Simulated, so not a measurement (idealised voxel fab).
The name of this process module is voxel tone inversion.
Xsec cut, 195 nm wide, square cell size 5 nm.
The cross-sections in this document take the form of a grid made of square cells. They are written out as bands, in order from top to bottom. Each band consists of one or more rows of cells. Band entry format. Leading values: height of top, height of bottom, nm. Remainder: materials in left-to-right order, each with its width in nm. Special words: "edge to edge" on a single material, which then fills the band edge to edge; "empty", empty space. Heights are expressed relative to 0, this being the level below which the as-received wafer comprises one material exclusively. The lowest band is unbounded in the downward direction and is denoted as in "0 down". Graded width ("30 to 40"): value in top row of band = first number; value in bottom row = second number; row-to-row change constant. Step note "nothing altered" = no cross-section cell changed. You'll see "Enclosed internal voids" listing empty spaces that have no way open to the top, as long as they're 8 cells or more; the notation is width x height at distance, where the distance is from the left edge, and all of it is in nm. Whatever follows a step's settings on its line is a remark the simulator itself makes about that step. A step's line can hold "overlay nm"; with a mask on that step, the setting says how far right of the planned place the mask lay, while a negative setting says it lay to the left.

## Here's what the planned process steps look like
1) RECEIVE (material Si)
2) CONFORMAL_DEP (material SiCN; thk nm 10)
3) DIRECTIONAL_DEP (material polySi; thk nm 15)
4) PATTERN (tone cover; mask id POSTS; material resist; width nm 20; pitch nm 35; thk nm 25; overlay nm 0)
5) DIRECTIONAL_ETCH (etch materials polySi; depth nm 15)
6) STRIP (etch materials resist)
7) FILL_DEP (material SiO2; thk nm 5)
8) CMP (height nm 25)
9) STRIP (etch materials polySi)
10) CONFORMAL_DEP (material TiN; thk nm 5)
11) FILL_DEP (material Cu; thk nm 5)
12) CMP (height nm 25)
13) CONFORMAL_DEP (material SiCN; thk nm 5)

## Delivered wafer in cross-section: state after step 1
0 down: Si edge to edge
Enclosed internal voids: none

## First of two wafers, end-of-module section, run followed plan
30 to 25: SiCN edge to edge
25 to 15: SiO2 (35)  TiN (5)  Cu (10)  TiN (5)  SiO2 (15)  TiN (5)  Cu (10)  TiN (5)  SiO2 (15)  TiN (5)  Cu (10)  TiN (5)  SiO2 (15)  TiN (5)  Cu (10)  TiN (5)  SiO2 (35)
15 to 10: SiO2 (35)  TiN (20)  SiO2 (15)  TiN (20)  SiO2 (15)  TiN (20)  SiO2 (15)  TiN (20)  SiO2 (35)
10 to 0: SiCN edge to edge
0 down: Si edge to edge
Enclosed internal voids: none

## Second wafer cross-section at end of module - shared start and plan with the first, one mistake in the run
30 to 25: SiCN edge to edge
25 to 15: Cu (30)  TiN (5)  SiO2 (20)  TiN (5)  Cu (5)  TiN (5)  SiO2 (20)  TiN (5)  Cu (5)  TiN (5)  SiO2 (20)  TiN (5)  Cu (5)  TiN (5)  SiO2 (20)  TiN (5)  Cu (30)
15 to 10: TiN (35)  SiO2 (20)  TiN (15)  SiO2 (20)  TiN (15)  SiO2 (20)  TiN (15)  SiO2 (20)  TiN (35)
10 to 0: SiCN edge to edge
0 down: Si edge to edge
Enclosed internal voids: none
Misprocessing identified: step 4 deviated from plan and actually ran as PATTERN (tone open; mask id POSTS; material resist; width nm 20; pitch nm 35; thk nm 25; overlay nm 0)
In the final state, the cell counts of the second wafer exceed or fall short of those of the first for the following materials: Cu: 14 more, SiO2: 21 fewer, TiN: 7 more
